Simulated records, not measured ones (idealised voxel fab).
process module | voxel self aligned contacts
cross-section cut | 260 nm wide | cells 5 nm
A cross-section is a grid of square cells, given in bands from the top down. A band is one or more rows of cells.
Each band's line starts with the height of the band's top and of its bottom, in nm. Then come its materials from left to right, each with its width in nm. One material with "throughout" fills the band from edge to edge. "air" is empty space.
Height 0 is the level under which the wafer as received is all one material. The lowest band goes on downwards, as in "0 down".
A width such as "30 to 40" changes by the same amount from each row of cells to the next, from the band's top row to its bottom row.
"no change" after a step means that no cell of the cross-section changed.
closed voids: empty space of 8 cells or more with no open way to the top, each as width x height at its distance from the left edge, in nm
after a step's settings: what the simulator itself notes on the step
overlay nm, on a step with a mask: how far to the right of its planned place the mask lay; to the left if negative
plan
1 op RECEIVE | material Si
2 op OXIDIZE | depth nm 5
3 op DIRECTIONAL_DEP | material polySi | thk nm 20
4 op DIRECTIONAL_DEP | material SiN | thk nm 20
5 op PATTERN | tone cover | mask id GATE | material resist | width nm 35 | pitch nm 60 | thk nm 15 | overlay nm 0
6 op DIRECTIONAL_ETCH | etch materials SiN | depth nm 20
7 op DIRECTIONAL_ETCH | etch materials polySi | depth nm 20
8 op STRIP | etch materials resist
9 op CONFORMAL_DEP | material SiN | thk nm 5
10 op DIRECTIONAL_ETCH | etch materials SiN | depth nm 5
11 op FILL_DEP | material SiO2 | thk nm 15
12 op CMP | height nm 45
13 op PATTERN | tone open | mask id CONTACT | material resist | width nm 45 | thk nm 15 | overlay nm 0
14 op DIRECTIONAL_ETCH | etch materials SiO2 | depth nm 50
15 op STRIP | etch materials resist
16 op CONFORMAL_DEP | material TiN | thk nm 5
17 op FILL_DEP | material Ru | thk nm 5
18 op CMP | height nm 45
19 op CONFORMAL_DEP | material SiCN | thk nm 5
first wafer, as planned
as received, after step 1
  0 down: Si throughout
  closed voids: none
after step 2
  0 to -5: SiO2 throughout
  below -5: unchanged
after step 3
  20 to 0: polySi throughout
  below 0: unchanged
after step 4
  40 to 20: SiN throughout
  below 20: unchanged
after step 5
  55 to 40: air 80 | resist 35 | air 25 | resist 35 | air 85
  below 40: unchanged
after step 6
  55 to 40: air 80 | resist 35 | air 25 | resist 35 | air 85
  40 to 20: air 80 | SiN 35 | air 25 | SiN 35 | air 85
  below 20: unchanged
after step 7
  55 to 40: air 80 | resist 35 | air 25 | resist 35 | air 85
  40 to 20: air 80 | SiN 35 | air 25 | SiN 35 | air 85
  20 to 0: air 80 | polySi 35 | air 25 | polySi 35 | air 85
  below 0: unchanged
after step 8
  40 to 20: air 80 | SiN 35 | air 25 | SiN 35 | air 85
  below 20: unchanged
after step 9
  45 to 20: air 75 | SiN 45 | air 15 | SiN 45 | air 80
  20 to 5: air 75 | SiN 5 | polySi 35 | SiN 5 | air 15 | SiN 5 | polySi 35 | SiN 5 | air 80
  5 to 0: SiN 80 | polySi 35 | SiN 25 | polySi 35 | SiN 85
  below 0: unchanged
after step 10
  40 to 20: air 75 | SiN 45 | air 15 | SiN 45 | air 80
  20 to 0: air 75 | SiN 5 | polySi 35 | SiN 5 | air 15 | SiN 5 | polySi 35 | SiN 5 | air 80
  below 0: unchanged
after step 11
  55 to 40: SiO2 throughout
  40 to 20: SiO2 75 | SiN 45 | SiO2 15 | SiN 45 | SiO2 80
  20 to 0: SiO2 75 | SiN 5 | polySi 35 | SiN 5 | SiO2 15 | SiN 5 | polySi 35 | SiN 5 | SiO2 80
  below 0: unchanged
after step 12
  45 to 40: SiO2 throughout
  below 40: unchanged
after step 13
  60 to 45: resist 105 | air 45 | resist 110
  below 45: unchanged
after step 14
  60 to 45: resist 105 | air 45 | resist 110
  45 to 40: SiO2 105 | air 45 | SiO2 110
  40 to 20: SiO2 75 | SiN 45 | air 15 | SiN 45 | SiO2 80
  20 to 0: SiO2 75 | SiN 5 | polySi 35 | SiN 5 | air 15 | SiN 5 | polySi 35 | SiN 5 | SiO2 80
  0 to -5: SiO2 120 | air 15 | SiO2 125
  below -5: unchanged
after step 15
  45 to 40: SiO2 105 | air 45 | SiO2 110
  below 40: unchanged
after step 16
  50 to 45: TiN 110 | air 35 | TiN 115
  45 to 40: SiO2 105 | TiN 20 | air 5 | TiN 20 | SiO2 110
  40 to 20: SiO2 75 | SiN 45 | TiN 5 | air 5 | TiN 5 | SiN 45 | SiO2 80
  20 to 0: SiO2 75 | SiN 5 | polySi 35 | SiN 5 | TiN 5 | air 5 | TiN 5 | SiN 5 | polySi 35 | SiN 5 | SiO2 80
  0 to -5: SiO2 120 | TiN 15 | SiO2 125
  below -5: unchanged
after step 17
  55 to 50: Ru throughout
  50 to 45: TiN 110 | Ru 35 | TiN 115
  45 to 40: SiO2 105 | TiN 20 | Ru 5 | TiN 20 | SiO2 110
  40 to 20: SiO2 75 | SiN 45 | TiN 5 | Ru 5 | TiN 5 | SiN 45 | SiO2 80
  20 to 0: SiO2 75 | SiN 5 | polySi 35 | SiN 5 | TiN 5 | Ru 5 | TiN 5 | SiN 5 | polySi 35 | SiN 5 | SiO2 80
  below 0: unchanged
after step 18
  45 to 40: SiO2 105 | TiN 20 | Ru 5 | TiN 20 | SiO2 110
  below 40: unchanged
after step 19
  50 to 45: SiCN throughout
  below 45: unchanged
second wafer: like start, like plan, one mistake. Through step 1 it matches the first wafer
when step 2 should have ended
  20 to 0: polySi throughout
  below 0: unchanged
when step 3 should have ended
  20 to 15: SiO2 throughout
  below 15: unchanged
when step 4 should have ended
  40 to 20: SiN throughout
  below 20: unchanged
when step 5 should have ended
  55 to 40: air 80 | resist 35 | air 25 | resist 35 | air 85
  below 40: unchanged
when step 6 should have ended
  55 to 40: air 80 | resist 35 | air 25 | resist 35 | air 85
  40 to 20: air 80 | SiN 35 | air 25 | SiN 35 | air 85
  below 20: unchanged
when step 7 should have ended: no change
when step 8 should have ended
  40 to 20: air 80 | SiN 35 | air 25 | SiN 35 | air 85
  below 20: unchanged
when step 9 should have ended
  45 to 25: air 75 | SiN 45 | air 15 | SiN 45 | air 80
  25 to 20: SiN throughout
  below 20: unchanged
when step 10 should have ended
  40 to 20: air 75 | SiN 45 | air 15 | SiN 45 | air 80
  below 20: unchanged
when step 11 should have ended
  55 to 40: SiO2 throughout
  40 to 20: SiO2 75 | SiN 45 | SiO2 15 | SiN 45 | SiO2 80
  below 20: unchanged
when step 12 should have ended
  45 to 40: SiO2 throughout
  below 40: unchanged
when step 13 should have ended
  60 to 45: resist 105 | air 45 | resist 110
  below 45: unchanged
when step 14 should have ended
  60 to 45: resist 105 | air 45 | resist 110
  45 to 40: SiO2 105 | air 45 | SiO2 110
  40 to 20: SiO2 75 | SiN 45 | air 15 | SiN 45 | SiO2 80
  20 to 15: SiO2 120 | air 15 | SiO2 125
  below 15: unchanged
when step 15 should have ended
  45 to 40: SiO2 105 | air 45 | SiO2 110
  below 40: unchanged
when step 16 should have ended
  50 to 45: TiN 110 | air 35 | TiN 115
  45 to 40: SiO2 105 | TiN 20 | air 5 | TiN 20 | SiO2 110
  40 to 20: SiO2 75 | SiN 45 | TiN 5 | air 5 | TiN 5 | SiN 45 | SiO2 80
  20 to 15: SiO2 120 | TiN 15 | SiO2 125
  below 15: unchanged
when step 17 should have ended
  55 to 50: Ru throughout
  50 to 45: TiN 110 | Ru 35 | TiN 115
  45 to 40: SiO2 105 | TiN 20 | Ru 5 | TiN 20 | SiO2 110
  40 to 20: SiO2 75 | SiN 45 | TiN 5 | Ru 5 | TiN 5 | SiN 45 | SiO2 80
  below 20: unchanged
when step 18 should have ended
  45 to 40: SiO2 105 | TiN 20 | Ru 5 | TiN 20 | SiO2 110
  below 40: unchanged
when step 19 should have ended
  50 to 45: SiCN throughout
  below 45: unchanged
what went wrong: steps 2 and 3 were swapped
at the end the second wafer has, in cells: 4 fewer of Ru | 52 more of Si | 16 fewer of SiN | 124 fewer of SiO2 | 8 fewer of TiN | 100 more of polySi
